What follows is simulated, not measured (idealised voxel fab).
The following process module bears the name voxel air gaps.
Section shown: cut. Width: 300 nm. Cell size: 5 nm, square.
A cross-section is written here as square cells arranged in a grid, and it is given in bands from the top down, each band taking up one or more rows of cells.
It is stipulated that each band's entry specify, in nanometres, the height of the top of the band and then that of its bottom, followed by the materials of the band in left-to-right sequence, each together with its width in nanometres. A single material marked by the word "all across" is understood to fill the band from edge to edge; the word "empty" is understood to denote empty space.
All heights in this document are referenced to 0, defined as the level beneath which the wafer, as received, consists entirely of one material. The lowest band is not bounded below; it extends indefinitely downward and is written in the form "top 0, no bottom".
When a width is written as two numbers, as in "30->40", the first number is the width in the top row of cells of the band and the second is the width in its bottom row, and the width changes by the same amount from each row to the next.
"nothing different" (step): cross-section cells unchanged, all of them.
Voids not open to the top, 8 cells minimum: see "Closed void catalog". Written width x height at distance; distance is from the left edge; nm.
Step line, after settings: the simulator's comment on this step.
overlay nm: step with mask; distance mask lay right of planned place; negative value = left of planned place.
# The steps planned for the process are as follows
step 1: RECEIVE [material Si]
step 2: CONFORMAL_DEP [material SiO2] [thk nm 15]
step 3: CONFORMAL_DEP [material SiN] [thk nm 5]
step 4: DIRECTIONAL_DEP [material lowk] [thk nm 30]
step 5: MASKED_ETCH [tone open] [mask id LINES] [width nm 25] [pitch nm 55] [etch materials lowk] [depth nm 30] [overlay nm 0]
step 6: CONFORMAL_DEP [material TiN] [thk nm 5]
step 7: FILL_DEP [material Ru] [thk nm 5]
step 8: CMP [height nm 50]
step 9: EPI [material Ru] [thk nm 10]
step 10: SELECTIVE_ETCH [etch materials lowk] [depth nm 40]
step 11: CONFORMAL_DEP [material SiN] [thk nm 5]
# First of the two wafers, run per plan
# Cross-section of the wafer at receipt, which is the condition after step 1
top 0, no bottom  Si all across
Closed void catalog: none
# Step 2 done - wafer cross-section
top 15, bottom 0  SiO2 all across
Unchanged below 0.
# Step 3 done - wafer cross-section
top 20, bottom 15  SiN all across
Unchanged below 15.
# Step 4 done - wafer cross-section
top 50, bottom 20  lowk all across
Unchanged below 20.
# Step 5 done - wafer cross-section
top 50, bottom 20  lowk: 80, empty: 25, lowk: 30, empty: 25, lowk: 30, empty: 25, lowk: 85
Unchanged below 20.
# Step 6 done - wafer cross-section
top 55, bottom 50  TiN: 85, empty: 15, TiN: 40, empty: 15, TiN: 40, empty: 15, TiN: 90
top 50, bottom 25  lowk: 80, TiN: 5, empty: 15, TiN: 5, lowk: 30, TiN: 5, empty: 15, TiN: 5, lowk: 30, TiN: 5, empty: 15, TiN: 5, lowk: 85
top 25, bottom 20  lowk: 80, TiN: 25, lowk: 30, TiN: 25, lowk: 30, TiN: 25, lowk: 85
Unchanged below 20.
# Step 7 done - wafer cross-section
top 60, bottom 55  Ru all across
top 55, bottom 50  TiN: 85, Ru: 15, TiN: 40, Ru: 15, TiN: 40, Ru: 15, TiN: 90
top 50, bottom 25  lowk: 80, TiN: 5, Ru: 15, TiN: 5, lowk: 30, TiN: 5, Ru: 15, TiN: 5, lowk: 30, TiN: 5, Ru: 15, TiN: 5, lowk: 85
Unchanged below 25.
# Step 8 done - wafer cross-section
top 50, bottom 25  lowk: 80, TiN: 5, Ru: 15, TiN: 5, lowk: 30, TiN: 5, Ru: 15, TiN: 5, lowk: 30, TiN: 5, Ru: 15, TiN: 5, lowk: 85
Unchanged below 25.
# Step 9 done - wafer cross-section
top 60, bottom 50  empty: 70, Ru: 45, empty: 10, Ru: 45, empty: 10, Ru: 45, empty: 75
Unchanged below 50.
# Step 10 done - wafer cross-section
top 60, bottom 50  empty: 70, Ru: 45, empty: 10, Ru: 45, empty: 10, Ru: 45, empty: 75
top 50, bottom 25  empty: 80, TiN: 5, Ru: 15, TiN: 5, empty: 30, TiN: 5, Ru: 15, TiN: 5, empty: 30, TiN: 5, Ru: 15, TiN: 5, empty: 85
top 25, bottom 20  empty: 80, TiN: 25, empty: 30, TiN: 25, empty: 30, TiN: 25, empty: 85
Unchanged below 20.
# Step 11 done - wafer cross-section
top 65, bottom 60  empty: 65, SiN: 165, empty: 70
top 60, bottom 50  empty: 65, SiN: 5, Ru: 45, SiN: 10, Ru: 45, SiN: 10, Ru: 45, SiN: 5, empty: 70
top 50, bottom 45  empty: 65, SiN: 15, TiN: 5, Ru: 15, TiN: 5, SiN: 30, TiN: 5, Ru: 15, TiN: 5, SiN: 30, TiN: 5, Ru: 15, TiN: 5, SiN: 15, empty: 70
top 45, bottom 25  empty: 75, SiN: 5, TiN: 5, Ru: 15, TiN: 5, SiN: 5, empty: 20, SiN: 5, TiN: 5, Ru: 15, TiN: 5, SiN: 5, empty: 20, SiN: 5, TiN: 5, Ru: 15, TiN: 5, SiN: 5, empty: 80
top 25, bottom 20  SiN: 80, TiN: 25, SiN: 30, TiN: 25, SiN: 30, TiN: 25, SiN: 85
Unchanged below 20.
Closed void catalog: 20 x 20 at 110; 20 x 20 at 165
# Wafer two of the pair: same origin, same plan, one error during the run; identical to wafer one up to and including step 2
Look at the second wafer in cross-section at the time step 3 ought to have finished: nothing different
# Look at the second wafer in cross-section at the time step 4 ought to have finished
top 45, bottom 15  lowk all across
Unchanged below 15.
# Look at the second wafer in cross-section at the time step 5 ought to have finished
top 45, bottom 15  lowk: 80, empty: 25, lowk: 30, empty: 25, lowk: 30, empty: 25, lowk: 85
Unchanged below 15.
# Look at the second wafer in cross-section at the time step 6 ought to have finished
top 50, bottom 45  TiN: 85, empty: 15, TiN: 40, empty: 15, TiN: 40, empty: 15, TiN: 90
top 45, bottom 20  lowk: 80, TiN: 5, empty: 15, TiN: 5, lowk: 30, TiN: 5, empty: 15, TiN: 5, lowk: 30, TiN: 5, empty: 15, TiN: 5, lowk: 85
top 20, bottom 15  lowk: 80, TiN: 25, lowk: 30, TiN: 25, lowk: 30, TiN: 25, lowk: 85
Unchanged below 15.
# Look at the second wafer in cross-section at the time step 7 ought to have finished
top 55, bottom 50  Ru all across
top 50, bottom 45  TiN: 85, Ru: 15, TiN: 40, Ru: 15, TiN: 40, Ru: 15, TiN: 90
top 45, bottom 20  lowk: 80, TiN: 5, Ru: 15, TiN: 5, lowk: 30, TiN: 5, Ru: 15, TiN: 5, lowk: 30, TiN: 5, Ru: 15, TiN: 5, lowk: 85
Unchanged below 20.
# Look at the second wafer in cross-section at the time step 8 ought to have finished
top 50, bottom 45  TiN: 85, Ru: 15, TiN: 40, Ru: 15, TiN: 40, Ru: 15, TiN: 90
Unchanged below 45.
# Look at the second wafer in cross-section at the time step 9 ought to have finished
top 60, bottom 50  Ru all across
Unchanged below 50.
Look at the second wafer in cross-section at the time step 10 ought to have finished: nothing different
# Look at the second wafer in cross-section at the time step 11 ought to have finished
top 65, bottom 60  SiN all across
Unchanged below 60.
Finding, execution versus plan: step 3 was left out
Heads up, by the end the second wafer has more or fewer cells of some materials compared to the first: Ru: 75 more | SiN: 132 fewer | TiN: 51 more | lowk: 270 more
Final closed voids: first wafer 2, second wafer 0.
